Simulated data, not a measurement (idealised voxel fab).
process module | voxel self aligned vias
cross-section cut | 290 nm wide | cells 5 nm
A cross-section is a grid of square cells, given in bands from the top down. A band is one or more rows of cells.
Each band's line starts with the height of the band's top and of its bottom, in nm. Then come its materials from left to right, each with its width in nm. One material with "throughout" fills the band from edge to edge. "air" is empty space.
Height 0 is the level under which the wafer as received is all one material. The lowest band goes on downwards, as in "0 down".
A width such as "30 to 40" changes by the same amount from each row of cells to the next, from the band's top row to its bottom row.
"no change" after a step means that no cell of the cross-section changed.
closed voids: empty space of 8 cells or more with no open way to the top, each as width x height at its distance from the left edge, in nm
after a step's settings: what the simulator itself notes on the step
overlay nm, on a step with a mask: how far to the right of its planned place the mask lay; to the left if negative
plan
1 op RECEIVE | material Si
2 op CONFORMAL_DEP | material SiO2 | thk nm 15
3 op CONFORMAL_DEP | material SiCN | thk nm 5
4 op DIRECTIONAL_DEP | material SiO2 | thk nm 30
5 op PATTERN | tone open | mask id LINES | material resist | width nm 30 | pitch nm 60 | thk nm 20 | overlay nm 0
6 op DIRECTIONAL_ETCH | etch materials SiO2 | depth nm 30
7 op STRIP | etch materials resist
8 op CONFORMAL_DEP | material TiN | thk nm 5
9 op FILL_DEP | material Ru | thk nm 5
10 op CMP | height nm 50
11 op SELECTIVE_ETCH | etch materials W Ru TiN | depth nm 10
12 op FILL_DEP | material SiN | thk nm 10
13 op CMP | height nm 50
14 op DIRECTIONAL_DEP | material SiO2 | thk nm 20
15 op PATTERN | tone open | mask id VIAS | material resist | width nm 40 | pitch nm 60 | thk nm 20 | overlay nm 0
16 op DIRECTIONAL_ETCH | etch materials SiO2 | depth nm 20
17 op DIRECTIONAL_ETCH | etch materials SiN | depth nm 10
18 op STRIP | etch materials resist
19 op CONFORMAL_DEP | material TiN | thk nm 5
20 op FILL_DEP | material Ru | thk nm 5
21 op CMP | height nm 70
22 op CONFORMAL_DEP | material SiN | thk nm 5
first wafer, as planned
as received, after step 1
  0 down: Si throughout
  closed voids: none
after step 2
  15 to 0: SiO2 throughout
  below 0: unchanged
after step 3
  20 to 15: SiCN throughout
  below 15: unchanged
after step 4
  50 to 20: SiO2 throughout
  below 20: unchanged
after step 5
  70 to 50: resist 100 | air 30 | resist 30 | air 30 | resist 100
  below 50: unchanged
after step 6
  70 to 50: resist 100 | air 30 | resist 30 | air 30 | resist 100
  50 to 20: SiO2 100 | air 30 | SiO2 30 | air 30 | SiO2 100
  below 20: unchanged
after step 7
  50 to 20: SiO2 100 | air 30 | SiO2 30 | air 30 | SiO2 100
  below 20: unchanged
after step 8
  55 to 50: TiN 105 | air 20 | TiN 40 | air 20 | TiN 105
  50 to 25: SiO2 100 | TiN 5 | air 20 | TiN 5 | SiO2 30 | TiN 5 | air 20 | TiN 5 | SiO2 100
  25 to 20: SiO2 100 | TiN 30 | SiO2 30 | TiN 30 | SiO2 100
  below 20: unchanged
after step 9
  60 to 55: Ru throughout
  55 to 50: TiN 105 | Ru 20 | TiN 40 | Ru 20 | TiN 105
  50 to 25: SiO2 100 | TiN 5 | Ru 20 | TiN 5 | SiO2 30 | TiN 5 | Ru 20 | TiN 5 | SiO2 100
  below 25: unchanged
after step 10
  50 to 25: SiO2 100 | TiN 5 | Ru 20 | TiN 5 | SiO2 30 | TiN 5 | Ru 20 | TiN 5 | SiO2 100
  below 25: unchanged
after step 11
  50 to 40: SiO2 100 | air 30 | SiO2 30 | air 30 | SiO2 100
  below 40: unchanged
after step 12
  60 to 50: SiN throughout
  50 to 40: SiO2 100 | SiN 30 | SiO2 30 | SiN 30 | SiO2 100
  below 40: unchanged
after step 13
  50 to 40: SiO2 100 | SiN 30 | SiO2 30 | SiN 30 | SiO2 100
  below 40: unchanged
after step 14
  70 to 50: SiO2 throughout
  below 50: unchanged
after step 15
  90 to 70: resist 95 | air 40 | resist 20 | air 40 | resist 95
  below 70: unchanged
after step 16
  90 to 70: resist 95 | air 40 | resist 20 | air 40 | resist 95
  70 to 50: SiO2 95 | air 40 | SiO2 20 | air 40 | SiO2 95
  below 50: unchanged
after step 17
  90 to 70: resist 95 | air 40 | resist 20 | air 40 | resist 95
  70 to 50: SiO2 95 | air 40 | SiO2 20 | air 40 | SiO2 95
  50 to 40: SiO2 100 | air 30 | SiO2 30 | air 30 | SiO2 100
  below 40: unchanged
after step 18
  70 to 50: SiO2 95 | air 40 | SiO2 20 | air 40 | SiO2 95
  below 50: unchanged
after step 19
  75 to 70: TiN 100 | air 30 | TiN 30 | air 30 | TiN 100
  70 to 55: SiO2 95 | TiN 5 | air 30 | TiN 5 | SiO2 20 | TiN 5 | air 30 | TiN 5 | SiO2 95
  55 to 45: SiO2 95 to 100 | TiN 10 to 5 | air 20 | TiN 10 to 5 | SiO2 20 to 30 | TiN 10 to 5 | air 20 | TiN 10 to 5 | SiO2 95 to 100
  45 to 40: SiO2 100 | TiN 30 | SiO2 30 | TiN 30 | SiO2 100
  below 40: unchanged
after step 20
  80 to 75: Ru throughout
  75 to 70: TiN 100 | Ru 30 | TiN 30 | Ru 30 | TiN 100
  70 to 55: SiO2 95 | TiN 5 | Ru 30 | TiN 5 | SiO2 20 | TiN 5 | Ru 30 | TiN 5 | SiO2 95
  55 to 45: SiO2 95 to 100 | TiN 10 to 5 | Ru 20 | TiN 10 to 5 | SiO2 20 to 30 | TiN 10 to 5 | Ru 20 | TiN 10 to 5 | SiO2 95 to 100
  below 45: unchanged
after step 21
  70 to 55: SiO2 95 | TiN 5 | Ru 30 | TiN 5 | SiO2 20 | TiN 5 | Ru 30 | TiN 5 | SiO2 95
  below 55: unchanged
after step 22
  75 to 70: SiN throughout
  below 70: unchanged
second wafer: like start, like plan, one mistake. Through step 2 it matches the first wafer
when step 3 should have ended: no change
when step 4 should have ended
  45 to 0: SiO2 throughout
  below 0: unchanged
when step 5 should have ended
  65 to 45: resist 100 | air 30 | resist 30 | air 30 | resist 100
  below 45: unchanged
when step 6 should have ended
  65 to 45: resist 100 | air 30 | resist 30 | air 30 | resist 100
  45 to 15: SiO2 100 | air 30 | SiO2 30 | air 30 | SiO2 100
  below 15: unchanged
when step 7 should have ended
  45 to 15: SiO2 100 | air 30 | SiO2 30 | air 30 | SiO2 100
  below 15: unchanged
when step 8 should have ended
  50 to 45: TiN 105 | air 20 | TiN 40 | air 20 | TiN 105
  45 to 20: SiO2 100 | TiN 5 | air 20 | TiN 5 | SiO2 30 | TiN 5 | air 20 | TiN 5 | SiO2 100
  20 to 15: SiO2 100 | TiN 30 | SiO2 30 | TiN 30 | SiO2 100
  below 15: unchanged
when step 9 should have ended
  55 to 50: Ru throughout
  50 to 45: TiN 105 | Ru 20 | TiN 40 | Ru 20 | TiN 105
  45 to 20: SiO2 100 | TiN 5 | Ru 20 | TiN 5 | SiO2 30 | TiN 5 | Ru 20 | TiN 5 | SiO2 100
  below 20: unchanged
when step 10 should have ended
  50 to 45: TiN 105 | Ru 20 | TiN 40 | Ru 20 | TiN 105
  below 45: unchanged
when step 11 should have ended
  45 to 40: SiO2 100 | air 30 | SiO2 30 | air 30 | SiO2 100
  below 40: unchanged
when step 12 should have ended
  55 to 45: SiN throughout
  45 to 40: SiO2 100 | SiN 30 | SiO2 30 | SiN 30 | SiO2 100
  below 40: unchanged
when step 13 should have ended
  50 to 45: SiN throughout
  below 45: unchanged
when step 14 should have ended
  70 to 50: SiO2 throughout
  below 50: unchanged
when step 15 should have ended
  90 to 70: resist 95 | air 40 | resist 20 | air 40 | resist 95
  below 70: unchanged
when step 16 should have ended
  90 to 70: resist 95 | air 40 | resist 20 | air 40 | resist 95
  70 to 50: SiO2 95 | air 40 | SiO2 20 | air 40 | SiO2 95
  below 50: unchanged
when step 17 should have ended
  90 to 70: resist 95 | air 40 | resist 20 | air 40 | resist 95
  70 to 50: SiO2 95 | air 40 | SiO2 20 | air 40 | SiO2 95
  50 to 45: SiN 95 | air 40 | SiN 20 | air 40 | SiN 95
  45 to 40: SiO2 100 | air 30 | SiO2 30 | air 30 | SiO2 100
  below 40: unchanged
when step 18 should have ended
  70 to 50: SiO2 95 | air 40 | SiO2 20 | air 40 | SiO2 95
  below 50: unchanged
when step 19 should have ended
  75 to 70: TiN 100 | air 30 | TiN 30 | air 30 | TiN 100
  70 to 50: SiO2 95 | TiN 5 | air 30 | TiN 5 | SiO2 20 | TiN 5 | air 30 | TiN 5 | SiO2 95
  50 to 45: SiN 95 | TiN 10 | air 20 | TiN 10 | SiN 20 | TiN 10 | air 20 | TiN 10 | SiN 95
  45 to 40: SiO2 100 | TiN 30 | SiO2 30 | TiN 30 | SiO2 100
  below 40: unchanged
when step 20 should have ended
  80 to 75: Ru throughout
  75 to 70: TiN 100 | Ru 30 | TiN 30 | Ru 30 | TiN 100
  70 to 50: SiO2 95 | TiN 5 | Ru 30 | TiN 5 | SiO2 20 | TiN 5 | Ru 30 | TiN 5 | SiO2 95
  50 to 45: SiN 95 | TiN 10 | Ru 20 | TiN 10 | SiN 20 | TiN 10 | Ru 20 | TiN 10 | SiN 95
  below 45: unchanged
when step 21 should have ended
  70 to 50: SiO2 95 | TiN 5 | Ru 30 | TiN 5 | SiO2 20 | TiN 5 | Ru 30 | TiN 5 | SiO2 95
  below 50: unchanged
when step 22 should have ended
  75 to 70: SiN throughout
  below 70: unchanged
what went wrong: step 3 was left out
at the end the second wafer has, in cells: 12 more of Ru | 58 fewer of SiCN | 42 more of SiN | 4 more of TiN
